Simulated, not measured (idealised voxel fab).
A process module follows: voxel air gaps.
The figure presents cross-section cut, which has a width of 235 nm and is divided into square cells with an edge length of 5 nm.
This document writes a cross-section as a grid whose cells are square, and gives it as bands, listed from the top down; one or more rows of cells form a band. Read a band's entry like this: the first values are the height of its top and the height of its bottom in nm, and what follows is the sequence of materials from left to right, each with its width in nm. Note that "empty" is empty space, and that a single material marked "all across" reaches across the band from edge to edge. It should be noted that heights are counted from 0, beneath which the wafer as supplied is of one material throughout, and that the lowest band possesses no lower boundary but continues downward, as written in "z 0 and below". A width given as "30->40" starts at the first number in the band's top row and ends at the second number in its bottom row, shifting by an equal amount at every step from row to row. Where a step carries "changes: none", the cross-section came out of it unchanged, cell for cell. Basically, "Enclosed internal voids" tells you about the enclosed voids: empty spaces with no open way to the top, 8 cells or bigger, each written width x height at distance, where distance is from the left edge, all in nm. Past the settings on a step's line: simulator remark, on that step. The setting "overlay nm" may be written on the line of a step. When the step uses a mask, the value reports how far to the right of the planned place the mask lay, and a negative value reports that it lay to the left. From here on the document is pairs. In a pair, the cross-section before one process step comes with the cross-section after it, and the latter goes no deeper than the lowest band that changed. What lies in between, the step and its settings, is written under the pair. A pair may be from a different run of this module on the same starting wafer than the pair above it, so it continues from that pair only where its entry headed "Pre-process cross-section" says so.

Pre-process cross-section:
    z 0 and below  Si all across
    Enclosed internal voids: none

State After Step:
    z 15 to 0  SiO2 all across
    below 0: unchanged
    Enclosed internal voids: none
Between the two cross-sections above, the process step reads op CONFORMAL_DEP | material SiO2 | thk nm 15

Pre-process cross-section: see preceding pair, after cross-section.

State After Step:
    z 20 to 15  SiCN all across
    below 15: unchanged
    Enclosed internal voids: none
Between the two cross-sections above, the process step reads op CONFORMAL_DEP | material SiCN | thk nm 5

Pre-process cross-section: see preceding pair, after cross-section.

State After Step:
    z 50 to 20  lowk all across
    below 20: unchanged
    Enclosed internal voids: none
Between the two cross-sections above, the process step reads op DIRECTIONAL_DEP | material lowk | thk nm 30

Pre-process cross-section: see preceding pair, after cross-section.

State After Step:
    z 65 to 50  resist: 55; empty: 20; resist: 30; empty: 20; resist: 30; empty: 20; resist: 60
    below 50: unchanged
    Enclosed internal voids: none
Between the two cross-sections above, the process step reads op PATTERN | tone open | mask id LINES | material resist | width nm 20 | pitch nm 50 | thk nm 15 | overlay nm 0

Pre-process cross-section: see preceding pair, after cross-section.

State After Step:
    z 65 to 50  resist: 55; empty: 20; resist: 30; empty: 20; resist: 30; empty: 20; resist: 60
    z 50 to 20  lowk: 55; empty: 20; lowk: 30; empty: 20; lowk: 30; empty: 20; lowk: 60
    below 20: unchanged
    Enclosed internal voids: none
Between the two cross-sections above, the process step reads op DIRECTIONAL_ETCH | etch materials lowk | depth nm 30

Pre-process cross-section: see preceding pair, after cross-section.

State After Step:
    z 50 to 20  lowk: 55; empty: 20; lowk: 30; empty: 20; lowk: 30; empty: 20; lowk: 60
    below 20: unchanged
    Enclosed internal voids: none
Between the two cross-sections above, the process step reads op STRIP | etch materials resist

Pre-process cross-section: see preceding pair, after cross-section.

State After Step:
    z 55 to 50  TiN: 60; empty: 10; TiN: 40; empty: 10; TiN: 40; empty: 10; TiN: 65
    z 50 to 25  lowk: 55; TiN: 5; empty: 10; TiN: 5; lowk: 30; TiN: 5; empty: 10; TiN: 5; lowk: 30; TiN: 5; empty: 10; TiN: 5; lowk: 60
    z 25 to 20  lowk: 55; TiN: 20; lowk: 30; TiN: 20; lowk: 30; TiN: 20; lowk: 60
    below 20: unchanged
    Enclosed internal voids: none
Between the two cross-sections above, the process step reads op CONFORMAL_DEP | material TiN | thk nm 5

Pre-process cross-section: see preceding pair, after cross-section.

State After Step:
    z 60 to 55  W all across
    z 55 to 50  TiN: 60; W: 10; TiN: 40; W: 10; TiN: 40; W: 10; TiN: 65
    z 50 to 25  lowk: 55; TiN: 5; W: 10; TiN: 5; lowk: 30; TiN: 5; W: 10; TiN: 5; lowk: 30; TiN: 5; W: 10; TiN: 5; lowk: 60
    below 25: unchanged
    Enclosed internal voids: none
Between the two cross-sections above, the process step reads op FILL_DEP | material W | thk nm 5

Pre-process cross-section: see preceding pair, after cross-section.

State After Step:
    z 50 to 25  lowk: 55; TiN: 5; W: 10; TiN: 5; lowk: 30; TiN: 5; W: 10; TiN: 5; lowk: 30; TiN: 5; W: 10; TiN: 5; lowk: 60
    below 25: unchanged
    Enclosed internal voids: none
Between the two cross-sections above, the process step reads op CMP | height nm 50

Pre-process cross-section: see preceding pair, after cross-section.

State After Step:
    z 60 to 50  empty: 45; Ru: 40; empty: 10; Ru: 40; empty: 10; Ru: 40; empty: 50
    below 50: unchanged
    Enclosed internal voids: none
Between the two cross-sections above, the process step reads op EPI | material Ru | thk nm 10

Pre-process cross-section: see preceding pair, after cross-section.

State After Step:
    z 60 to 50  empty: 45; Ru: 40; empty: 10; Ru: 40; empty: 10; Ru: 40; empty: 50
    z 50 to 25  empty: 55; TiN: 5; W: 10; TiN: 5; empty: 30; TiN: 5; W: 10; TiN: 5; empty: 30; TiN: 5; W: 10; TiN: 5; empty: 60
    z 25 to 20  empty: 55; TiN: 20; empty: 30; TiN: 20; empty: 30; TiN: 20; empty: 60
    below 20: unchanged
    Enclosed internal voids: none
Between the two cross-sections above, the process step reads op SELECTIVE_ETCH | etch materials lowk | depth nm 40

Pre-process cross-section: see preceding pair, after cross-section.

State After Step:
    z 65 to 60  empty: 40; SiCN: 150; empty: 45
    z 60 to 50  empty: 40; SiCN: 5; Ru: 40; SiCN: 10; Ru: 40; SiCN: 10; Ru: 40; SiCN: 5; empty: 45
    z 50 to 45  empty: 40; SiCN: 15; TiN: 5; W: 10; TiN: 5; SiCN: 30; TiN: 5; W: 10; TiN: 5; SiCN: 30; TiN: 5; W: 10; TiN: 5; SiCN: 15; empty: 45
    z 45 to 25  empty: 50; SiCN: 5; TiN: 5; W: 10; TiN: 5; SiCN: 5; empty: 20; SiCN: 5; TiN: 5; W: 10; TiN: 5; SiCN: 5; empty: 20; SiCN: 5; TiN: 5; W: 10; TiN: 5; SiCN: 5; empty: 55
    z 25 to 20  SiCN: 55; TiN: 20; SiCN: 30; TiN: 20; SiCN: 30; TiN: 20; SiCN: 60
    below 20: unchanged
    Enclosed internal voids: 20 x 20 at 80; 20 x 20 at 130
Between the two cross-sections above, the process step reads op CONFORMAL_DEP | material SiCN | thk nm 5

Pre-process cross-section:
    z 60 to 50  empty: 45; Ru: 40; empty: 10; Ru: 40; empty: 10; Ru: 40; empty: 50
    z 50 to 25  lowk: 55; TiN: 5; W: 10; TiN: 5; lowk: 30; TiN: 5; W: 10; TiN: 5; lowk: 30; TiN: 5; W: 10; TiN: 5; lowk: 60
    z 25 to 20  lowk: 55; TiN: 20; lowk: 30; TiN: 20; lowk: 30; TiN: 20; lowk: 60
    z 20 to 15  SiCN all across
    z 15 to 0  SiO2 all across
    z 0 and below  Si all across
    Enclosed internal voids: none

State After Step:
    z 70 to 50  empty: 35; Ru: 160; empty: 40
    below 50: unchanged
    Enclosed internal voids: none
Between the two cross-sections above, the process step reads op EPI | material Ru | thk nm 10

Pre-process cross-section: see preceding pair, after cross-section.

State After Step:
    z 70 to 50  empty: 35; Ru: 160; empty: 40
    z 50 to 25  empty: 55; TiN: 5; W: 10; TiN: 5; lowk: 30; TiN: 5; W: 10; TiN: 5; lowk: 30; TiN: 5; W: 10; TiN: 5; empty: 60
    z 25 to 20  empty: 55; TiN: 20; lowk: 30; TiN: 20; lowk: 30; TiN: 20; empty: 60
    below 20: unchanged
    Enclosed internal voids: none
Between the two cross-sections above, the process step reads op SELECTIVE_ETCH | etch materials lowk | depth nm 40

Pre-process cross-section: see preceding pair, after cross-section.

State After Step:
    z 75 to 70  empty: 30; SiCN: 170; empty: 35
    z 70 to 50  empty: 30; SiCN: 5; Ru: 160; SiCN: 5; empty: 35
    z 50 to 45  empty: 30; SiCN: 25; TiN: 5; W: 10; TiN: 5; lowk: 30; TiN: 5; W: 10; TiN: 5; lowk: 30; TiN: 5; W: 10; TiN: 5; SiCN: 25; empty: 35
    z 45 to 25  empty: 50; SiCN: 5; TiN: 5; W: 10; TiN: 5; lowk: 30; TiN: 5; W: 10; TiN: 5; lowk: 30; TiN: 5; W: 10; TiN: 5; SiCN: 5; empty: 55
    z 25 to 20  SiCN: 55; TiN: 20; lowk: 30; TiN: 20; lowk: 30; TiN: 20; SiCN: 60
    below 20: unchanged
    Enclosed internal voids: none
Between the two cross-sections above, the process step reads op CONFORMAL_DEP | material SiCN | thk nm 5

Pre-process cross-section:
    z 15 to 0  SiO2 all across
    z 0 and below  Si all across
    Enclosed internal voids: none

State After Step:
    z 45 to 15  lowk all across
    below 15: unchanged
    Enclosed internal voids: none
Between the two cross-sections above, the process step reads op DIRECTIONAL_DEP | material lowk | thk nm 30

Pre-process cross-section: see preceding pair, after cross-section.

State After Step:
    z 50 to 45  SiCN all across
    below 45: unchanged
    Enclosed internal voids: none
Between the two cross-sections above, the process step reads op CONFORMAL_DEP | material SiCN | thk nm 5

Pre-process cross-section: see preceding pair, after cross-section.

State After Step:
    z 65 to 50  resist: 55; empty: 20; resist: 30; empty: 20; resist: 30; empty: 20; resist: 60
    below 50: unchanged
    Enclosed internal voids: none
Between the two cross-sections above, the process step reads op PATTERN | tone open | mask id LINES | material resist | width nm 20 | pitch nm 50 | thk nm 15 | overlay nm 0

Pre-process cross-section: see preceding pair, after cross-section.

State After Step:
    z 50 to 45  SiCN all across
    below 45: unchanged
    Enclosed internal voids: none
Between the two cross-sections above, the process step reads op STRIP | etch materials resist

Pre-process cross-section: see preceding pair, after cross-section.

State After Step:
    z 55 to 50  TiN all across
    below 50: unchanged
    Enclosed internal voids: none
Between the two cross-sections above, the process step reads op CONFORMAL_DEP | material TiN | thk nm 5

Pre-process cross-section: see preceding pair, after cross-section.

State After Step:
    z 60 to 55  W all across
    below 55: unchanged
    Enclosed internal voids: none
Between the two cross-sections above, the process step reads op FILL_DEP | material W | thk nm 5

Pre-process cross-section: see preceding pair, after cross-section.

State After Step:
    z 50 to 45  SiCN all across
    below 45: unchanged
    Enclosed internal voids: none
Between the two cross-sections above, the process step reads op CMP | height nm 50

Pre-process cross-section: see preceding pair, after cross-section.

State After Step:
    z 55 to 45  SiCN all across
    below 45: unchanged
    Enclosed internal voids: none
Between the two cross-sections above, the process step reads op CONFORMAL_DEP | material SiCN | thk nm 5

Pre-process cross-section:
    z 60 to 55  W all across
    z 55 to 50  TiN: 60; W: 10; TiN: 40; W: 10; TiN: 40; W: 10; TiN: 65
    z 50 to 25  lowk: 55; TiN: 5; W: 10; TiN: 5; lowk: 30; TiN: 5; W: 10; TiN: 5; lowk: 30; TiN: 5; W: 10; TiN: 5; lowk: 60
    z 25 to 20  lowk: 55; TiN: 20; lowk: 30; TiN: 20; lowk: 30; TiN: 20; lowk: 60
    z 20 to 15  SiCN all across
    z 15 to 0  SiO2 all across
    z 0 and below  Si all across
    Enclosed internal voids: none

State After Step:
    z 45 to 25  lowk: 55; TiN: 5; W: 10; TiN: 5; lowk: 30; TiN: 5; W: 10; TiN: 5; lowk: 30; TiN: 5; W: 10; TiN: 5; lowk: 60
    below 25: unchanged
    Enclosed internal voids: none
Between the two cross-sections above, the process step reads op CMP | height nm 45

Pre-process cross-section: see preceding pair, after cross-section.

State After Step:
    z 55 to 45  empty: 45; Ru: 40; empty: 10; Ru: 40; empty: 10; Ru: 40; empty: 50
    below 45: unchanged
    Enclosed internal voids: none
Between the two cross-sections above, the process step reads op EPI | material Ru | thk nm 10

Pre-process cross-section: see preceding pair, after cross-section.

State After Step:
    z 55 to 45  empty: 45; Ru: 40; empty: 10; Ru: 40; empty: 10; Ru: 40; empty: 50
    z 45 to 25  empty: 55; TiN: 5; W: 10; TiN: 5; empty: 30; TiN: 5; W: 10; TiN: 5; empty: 30; TiN: 5; W: 10; TiN: 5; empty: 60
    z 25 to 20  empty: 55; TiN: 20; empty: 30; TiN: 20; empty: 30; TiN: 20; empty: 60
    below 20: unchanged
    Enclosed internal voids: none
Between the two cross-sections above, the process step reads op SELECTIVE_ETCH | etch materials lowk | depth nm 40

Pre-process cross-section: see preceding pair, after cross-section.

State After Step:
    z 60 to 55  empty: 40; SiCN: 150; empty: 45
    z 55 to 45  empty: 40; SiCN: 5; Ru: 40; SiCN: 10; Ru: 40; SiCN: 10; Ru: 40; SiCN: 5; empty: 45
    z 45 to 40  empty: 40; SiCN: 15; TiN: 5; W: 10; TiN: 5; SiCN: 30; TiN: 5; W: 10; TiN: 5; SiCN: 30; TiN: 5; W: 10; TiN: 5; SiCN: 15; empty: 45
    z 40 to 25  empty: 50; SiCN: 5; TiN: 5; W: 10; TiN: 5; SiCN: 5; empty: 20; SiCN: 5; TiN: 5; W: 10; TiN: 5; SiCN: 5; empty: 20; SiCN: 5; TiN: 5; W: 10; TiN: 5; SiCN: 5; empty: 55
    z 25 to 20  SiCN: 55; TiN: 20; SiCN: 30; TiN: 20; SiCN: 30; TiN: 20; SiCN: 60
    below 20: unchanged
    Enclosed internal voids: 20 x 15 at 80; 20 x 15 at 130
Between the two cross-sections above, the process step reads op CONFORMAL_DEP | material SiCN | thk nm 5

Pre-process cross-section:
    z 50 to 20  lowk all across
    z 20 to 15  SiCN all across
    z 15 to 0  SiO2 all across
    z 0 and below  Si all across
    Enclosed internal voids: none

State After Step:
    z 65 to 50  resist: 60; empty: 15; resist: 35; empty: 15; resist: 35; empty: 15; resist: 60
    below 50: unchanged
    Enclosed internal voids: none
Between the two cross-sections above, the process step reads op PATTERN | tone open | mask id LINES | material resist | width nm 15 | pitch nm 50 | thk nm 15 | overlay nm 0

Pre-process cross-section: see preceding pair, after cross-section.

State After Step:
    z 65 to 50  resist: 60; empty: 15; resist: 35; empty: 15; resist: 35; empty: 15; resist: 60
    z 50 to 20  lowk: 60; empty: 15; lowk: 35; empty: 15; lowk: 35; empty: 15; lowk: 60
    below 20: unchanged
    Enclosed internal voids: none
Between the two cross-sections above, the process step reads op DIRECTIONAL_ETCH | etch materials lowk | depth nm 30

Pre-process cross-section: see preceding pair, after cross-section.

State After Step:
    z 50 to 20  lowk: 60; empty: 15; lowk: 35; empty: 15; lowk: 35; empty: 15; lowk: 60
    below 20: unchanged
    Enclosed internal voids: none
Between the two cross-sections above, the process step reads op STRIP | etch materials resist

Pre-process cross-section: see preceding pair, after cross-section.

State After Step:
    z 55 to 50  TiN: 65; empty: 5; TiN: 45; empty: 5; TiN: 45; empty: 5; TiN: 65
    z 50 to 25  lowk: 60; TiN: 5; empty: 5; TiN: 5; lowk: 35; TiN: 5; empty: 5; TiN: 5; lowk: 35; TiN: 5; empty: 5; TiN: 5; lowk: 60
    z 25 to 20  lowk: 60; TiN: 15; lowk: 35; TiN: 15; lowk: 35; TiN: 15; lowk: 60
    below 20: unchanged
    Enclosed internal voids: none
Between the two cross-sections above, the process step reads op CONFORMAL_DEP | material TiN | thk nm 5

Pre-process cross-section: see preceding pair, after cross-section.

State After Step:
    z 60 to 55  W all across
    z 55 to 50  TiN: 65; W: 5; TiN: 45; W: 5; TiN: 45; W: 5; TiN: 65
    z 50 to 25  lowk: 60; TiN: 5; W: 5; TiN: 5; lowk: 35; TiN: 5; W: 5; TiN: 5; lowk: 35; TiN: 5; W: 5; TiN: 5; lowk: 60
    below 25: unchanged
    Enclosed internal voids: none
Between the two cross-sections above, the process step reads op FILL_DEP | material W | thk nm 5

Pre-process cross-section: see preceding pair, after cross-section.

State After Step:
    z 50 to 25  lowk: 60; TiN: 5; W: 5; TiN: 5; lowk: 35; TiN: 5; W: 5; TiN: 5; lowk: 35; TiN: 5; W: 5; TiN: 5; lowk: 60
    below 25: unchanged
    Enclosed internal voids: none
Between the two cross-sections above, the process step reads op CMP | height nm 50

Pre-process cross-section: see preceding pair, after cross-section.

State After Step:
    z 60 to 50  empty: 50; Ru: 35; empty: 15; Ru: 35; empty: 15; Ru: 35; empty: 50
    below 50: unchanged
    Enclosed internal voids: none
Between the two cross-sections above, the process step reads op EPI | material Ru | thk nm 10

Pre-process cross-section: see preceding pair, after cross-section.

State After Step:
    z 60 to 50  empty: 50; Ru: 35; empty: 15; Ru: 35; empty: 15; Ru: 35; empty: 50
    z 50 to 25  empty: 60; TiN: 5; W: 5; TiN: 5; empty: 35; TiN: 5; W: 5; TiN: 5; empty: 35; TiN: 5; W: 5; TiN: 5; empty: 60
    z 25 to 20  empty: 60; TiN: 15; empty: 35; TiN: 15; empty: 35; TiN: 15; empty: 60
    below 20: unchanged
    Enclosed internal voids: none
Between the two cross-sections above, the process step reads op SELECTIVE_ETCH | etch materials lowk | depth nm 40

Pre-process cross-section: see preceding pair, after cross-section.

State After Step:
    z 65 to 60  empty: 45; SiCN: 45; empty: 5; SiCN: 45; empty: 5; SiCN: 45; empty: 45
    z 60 to 50  empty: 45; SiCN: 5; Ru: 35; SiCN: 5; empty: 5; SiCN: 5; Ru: 35; SiCN: 5; empty: 5; SiCN: 5; Ru: 35; SiCN: 5; empty: 45
    z 50 to 45  empty: 45; SiCN: 15; TiN: 5; W: 5; TiN: 5; SiCN: 15; empty: 5; SiCN: 15; TiN: 5; W: 5; TiN: 5; SiCN: 15; empty: 5; SiCN: 15; TiN: 5; W: 5; TiN: 5; SiCN: 15; empty: 45
    z 45 to 25  empty: 55; SiCN: 5; TiN: 5; W: 5; TiN: 5; SiCN: 5; empty: 25; SiCN: 5; TiN: 5; W: 5; TiN: 5; SiCN: 5; empty: 25; SiCN: 5; TiN: 5; W: 5; TiN: 5; SiCN: 5; empty: 55
    z 25 to 20  SiCN: 60; TiN: 15; SiCN: 35; TiN: 15; SiCN: 35; TiN: 15; SiCN: 60
    below 20: unchanged
    Enclosed internal voids: none
Between the two cross-sections above, the process step reads op CONFORMAL_DEP | material SiCN | thk nm 5

Pre-process cross-section:
    z 50 to 20  lowk all across
    z 20 to 15  SiCN all across
    z 15 to 0  SiO2 all across
    z 0 and below  Si all across
    Enclosed internal voids: none

State After Step:
    z 65 to 50  resist: 60; empty: 20; resist: 30; empty: 20; resist: 30; empty: 20; resist: 55
    below 50: unchanged
    Enclosed internal voids: none
Between the two cross-sections above, the process step reads op PATTERN | tone open | mask id LINES | material resist | width nm 20 | pitch nm 50 | thk nm 15 | overlay nm 5

Pre-process cross-section: see preceding pair, after cross-section.

State After Step:
    z 65 to 50  resist: 60; empty: 20; resist: 30; empty: 20; resist: 30; empty: 20; resist: 55
    z 50 to 20  lowk: 60; empty: 20; lowk: 30; empty: 20; lowk: 30; empty: 20; lowk: 55
    below 20: unchanged
    Enclosed internal voids: none
Between the two cross-sections above, the process step reads op DIRECTIONAL_ETCH | etch materials lowk | depth nm 30

Pre-process cross-section: see preceding pair, after cross-section.

State After Step:
    z 50 to 20  lowk: 60; empty: 20; lowk: 30; empty: 20; lowk: 30; empty: 20; lowk: 55
    below 20: unchanged
    Enclosed internal voids: none
Between the two cross-sections above, the process step reads op STRIP | etch materials resist

Pre-process cross-section: see preceding pair, after cross-section.

State After Step:
    z 55 to 50  TiN: 65; empty: 10; TiN: 40; empty: 10; TiN: 40; empty: 10; TiN: 60
    z 50 to 25  lowk: 60; TiN: 5; empty: 10; TiN: 5; lowk: 30; TiN: 5; empty: 10; TiN: 5; lowk: 30; TiN: 5; empty: 10; TiN: 5; lowk: 55
    z 25 to 20  lowk: 60; TiN: 20; lowk: 30; TiN: 20; lowk: 30; TiN: 20; lowk: 55
    below 20: unchanged
    Enclosed internal voids: none
Between the two cross-sections above, the process step reads op CONFORMAL_DEP | material TiN | thk nm 5

Pre-process cross-section: see preceding pair, after cross-section.

State After Step:
    z 60 to 55  W all across
    z 55 to 50  TiN: 65; W: 10; TiN: 40; W: 10; TiN: 40; W: 10; TiN: 60
    z 50 to 25  lowk: 60; TiN: 5; W: 10; TiN: 5; lowk: 30; TiN: 5; W: 10; TiN: 5; lowk: 30; TiN: 5; W: 10; TiN: 5; lowk: 55
    below 25: unchanged
    Enclosed internal voids: none
Between the two cross-sections above, the process step reads op FILL_DEP | material W | thk nm 5

Pre-process cross-section: see preceding pair, after cross-section.

State After Step:
    z 50 to 25  lowk: 60; TiN: 5; W: 10; TiN: 5; lowk: 30; TiN: 5; W: 10; TiN: 5; lowk: 30; TiN: 5; W: 10; TiN: 5; lowk: 55
    below 25: unchanged
    Enclosed internal voids: none
Between the two cross-sections above, the process step reads op CMP | height nm 50

Pre-process cross-section: see preceding pair, after cross-section.

State After Step:
    z 60 to 50  empty: 50; Ru: 40; empty: 10; Ru: 40; empty: 10; Ru: 40; empty: 45
    below 50: unchanged
    Enclosed internal voids: none
Between the two cross-sections above, the process step reads op EPI | material Ru | thk nm 10

Pre-process cross-section: see preceding pair, after cross-section.

State After Step:
    z 60 to 50  empty: 50; Ru: 40; empty: 10; Ru: 40; empty: 10; Ru: 40; empty: 45
    z 50 to 25  empty: 60; TiN: 5; W: 10; TiN: 5; empty: 30; TiN: 5; W: 10; TiN: 5; empty: 30; TiN: 5; W: 10; TiN: 5; empty: 55
    z 25 to 20  empty: 60; TiN: 20; empty: 30; TiN: 20; empty: 30; TiN: 20; empty: 55
    below 20: unchanged
    Enclosed internal voids: none
Between the two cross-sections above, the process step reads op SELECTIVE_ETCH | etch materials lowk | depth nm 40

Pre-process cross-section: see preceding pair, after cross-section.

State After Step:
    z 65 to 60  empty: 45; SiCN: 150; empty: 40
    z 60 to 50  empty: 45; SiCN: 5; Ru: 40; SiCN: 10; Ru: 40; SiCN: 10; Ru: 40; SiCN: 5; empty: 40
    z 50 to 45  empty: 45; SiCN: 15; TiN: 5; W: 10; TiN: 5; SiCN: 30; TiN: 5; W: 10; TiN: 5; SiCN: 30; TiN: 5; W: 10; TiN: 5; SiCN: 15; empty: 40
    z 45 to 25  empty: 55; SiCN: 5; TiN: 5; W: 10; TiN: 5; SiCN: 5; empty: 20; SiCN: 5; TiN: 5; W: 10; TiN: 5; SiCN: 5; empty: 20; SiCN: 5; TiN: 5; W: 10; TiN: 5; SiCN: 5; empty: 50
    z 25 to 20  SiCN: 60; TiN: 20; SiCN: 30; TiN: 20; SiCN: 30; TiN: 20; SiCN: 55
    below 20: unchanged
    Enclosed internal voids: 20 x 20 at 85; 20 x 20 at 135
Between the two cross-sections above, the process step reads op CONFORMAL_DEP | material SiCN | thk nm 5

Pre-process cross-section:
    z 55 to 50  TiN: 60; empty: 10; TiN: 40; empty: 10; TiN: 40; empty: 10; TiN: 65
    z 50 to 25  lowk: 55; TiN: 5; empty: 10; TiN: 5; lowk: 30; TiN: 5; empty: 10; TiN: 5; lowk: 30; TiN: 5; empty: 10; TiN: 5; lowk: 60
    z 25 to 20  lowk: 55; TiN: 20; lowk: 30; TiN: 20; lowk: 30; TiN: 20; lowk: 60
    z 20 to 15  SiCN all across
    z 15 to 0  SiO2 all across
    z 0 and below  Si all across
    Enclosed internal voids: none

State After Step:
    z 60 to 55  SiCN all across
    z 55 to 50  TiN: 60; SiCN: 10; TiN: 40; SiCN: 10; TiN: 40; SiCN: 10; TiN: 65
    z 50 to 25  lowk: 55; TiN: 5; SiCN: 10; TiN: 5; lowk: 30; TiN: 5; SiCN: 10; TiN: 5; lowk: 30; TiN: 5; SiCN: 10; TiN: 5; lowk: 60
    below 25: unchanged
    Enclosed internal voids: none
Between the two cross-sections above, the process step reads op FILL_DEP | material SiCN | thk nm 5

Pre-process cross-section: see preceding pair, after cross-section.

State After Step:
    z 50 to 25  lowk: 55; TiN: 5; SiCN: 10; TiN: 5; lowk: 30; TiN: 5; SiCN: 10; TiN: 5; lowk: 30; TiN: 5; SiCN: 10; TiN: 5; lowk: 60
    below 25: unchanged
    Enclosed internal voids: none
Between the two cross-sections above, the process step reads op CMP | height nm 50

Pre-process cross-section: see preceding pair, after cross-section.

State After Step:
    z 60 to 50  empty: 45; Ru: 40; empty: 10; Ru: 40; empty: 10; Ru: 40; empty: 50
    below 50: unchanged
    Enclosed internal voids: none
Between the two cross-sections above, the process step reads op EPI | material Ru | thk nm 10

Pre-process cross-section: see preceding pair, after cross-section.

State After Step:
    z 60 to 50  empty: 45; Ru: 40; empty: 10; Ru: 40; empty: 10; Ru: 40; empty: 50
    z 50 to 25  empty: 55; TiN: 5; SiCN: 10; TiN: 5; empty: 30; TiN: 5; SiCN: 10; TiN: 5; empty: 30; TiN: 5; SiCN: 10; TiN: 5; empty: 60
    z 25 to 20  empty: 55; TiN: 20; empty: 30; TiN: 20; empty: 30; TiN: 20; empty: 60
    below 20: unchanged
    Enclosed internal voids: none
Between the two cross-sections above, the process step reads op SELECTIVE_ETCH | etch materials lowk | depth nm 40

Pre-process cross-section: see preceding pair, after cross-section.

State After Step:
    z 65 to 60  empty: 40; SiCN: 150; empty: 45
    z 60 to 50  empty: 40; SiCN: 5; Ru: 40; SiCN: 10; Ru: 40; SiCN: 10; Ru: 40; SiCN: 5; empty: 45
    z 50 to 45  empty: 40; SiCN: 15; TiN: 5; SiCN: 10; TiN: 5; SiCN: 30; TiN: 5; SiCN: 10; TiN: 5; SiCN: 30; TiN: 5; SiCN: 10; TiN: 5; SiCN: 15; empty: 45
    z 45 to 25  empty: 50; SiCN: 5; TiN: 5; SiCN: 10; TiN: 5; SiCN: 5; empty: 20; SiCN: 5; TiN: 5; SiCN: 10; TiN: 5; SiCN: 5; empty: 20; SiCN: 5; TiN: 5; SiCN: 10; TiN: 5; SiCN: 5; empty: 55
    z 25 to 20  SiCN: 55; TiN: 20; SiCN: 30; TiN: 20; SiCN: 30; TiN: 20; SiCN: 60
    below 20: unchanged
    Enclosed internal voids: 20 x 20 at 80; 20 x 20 at 130
Between the two cross-sections above, the process step reads op CONFORMAL_DEP | material SiCN | thk nm 5

Pre-process cross-section:
    z 50 to 20  lowk all across
    z 20 to 15  SiCN all across
    z 15 to 0  SiO2 all across
    z 0 and below  Si all across
    Enclosed internal voids: none

State After Step:
    z 65 to 50  empty: 55; resist: 20; empty: 30; resist: 20; empty: 30; resist: 20; empty: 60
    below 50: unchanged
    Enclosed internal voids: none
Between the two cross-sections above, the process step reads op PATTERN | tone cover | mask id LINES | material resist | width nm 20 | pitch nm 50 | thk nm 15 | overlay nm 0

Pre-process cross-section: see preceding pair, after cross-section.

State After Step:
    z 65 to 50  empty: 55; resist: 20; empty: 30; resist: 20; empty: 30; resist: 20; empty: 60
    z 50 to 20  empty: 55; lowk: 20; empty: 30; lowk: 20; empty: 30; lowk: 20; empty: 60
    below 20: unchanged
    Enclosed internal voids: none
Between the two cross-sections above, the process step reads op DIRECTIONAL_ETCH | etch materials lowk | depth nm 30

Pre-process cross-section: see preceding pair, after cross-section.

State After Step:
    z 50 to 20  empty: 55; lowk: 20; empty: 30; lowk: 20; empty: 30; lowk: 20; empty: 60
    below 20: unchanged
    Enclosed internal voids: none
Between the two cross-sections above, the process step reads op STRIP | etch materials resist

Pre-process cross-section: see preceding pair, after cross-section.

State After Step:
    z 55 to 50  empty: 50; TiN: 30; empty: 20; TiN: 30; empty: 20; TiN: 30; empty: 55
    z 50 to 25  empty: 50; TiN: 5; lowk: 20; TiN: 5; empty: 20; TiN: 5; lowk: 20; TiN: 5; empty: 20; TiN: 5; lowk: 20; TiN: 5; empty: 55
    z 25 to 20  TiN: 55; lowk: 20; TiN: 30; lowk: 20; TiN: 30; lowk: 20; TiN: 60
    below 20: unchanged
    Enclosed internal voids: none
Between the two cross-sections above, the process step reads op CONFORMAL_DEP | material TiN | thk nm 5

Pre-process cross-section: see preceding pair, after cross-section.

State After Step:
    z 60 to 55  W all across
    z 55 to 50  W: 50; TiN: 30; W: 20; TiN: 30; W: 20; TiN: 30; W: 55
    z 50 to 25  W: 50; TiN: 5; lowk: 20; TiN: 5; W: 20; TiN: 5; lowk: 20; TiN: 5; W: 20; TiN: 5; lowk: 20; TiN: 5; W: 55
    below 25: unchanged
    Enclosed internal voids: none
Between the two cross-sections above, the process step reads op FILL_DEP | material W | thk nm 5

Pre-process cross-section: see preceding pair, after cross-section.

State After Step:
    z 50 to 25  W: 50; TiN: 5; lowk: 20; TiN: 5; W: 20; TiN: 5; lowk: 20; TiN: 5; W: 20; TiN: 5; lowk: 20; TiN: 5; W: 55
    below 25: unchanged
    Enclosed internal voids: none
Between the two cross-sections above, the process step reads op CMP | height nm 50

Pre-process cross-section: see preceding pair, after cross-section.

State After Step:
    z 60 to 50  Ru all across
    below 50: unchanged
    Enclosed internal voids: none
Between the two cross-sections above, the process step reads op EPI | material Ru | thk nm 10

Pre-process cross-section: see preceding pair, after cross-section.

State After Step:
    z 65 to 60  SiCN all across
    below 60: unchanged
    Enclosed internal voids: none
Between the two cross-sections above, the process step reads op CONFORMAL_DEP | material SiCN | thk nm 5
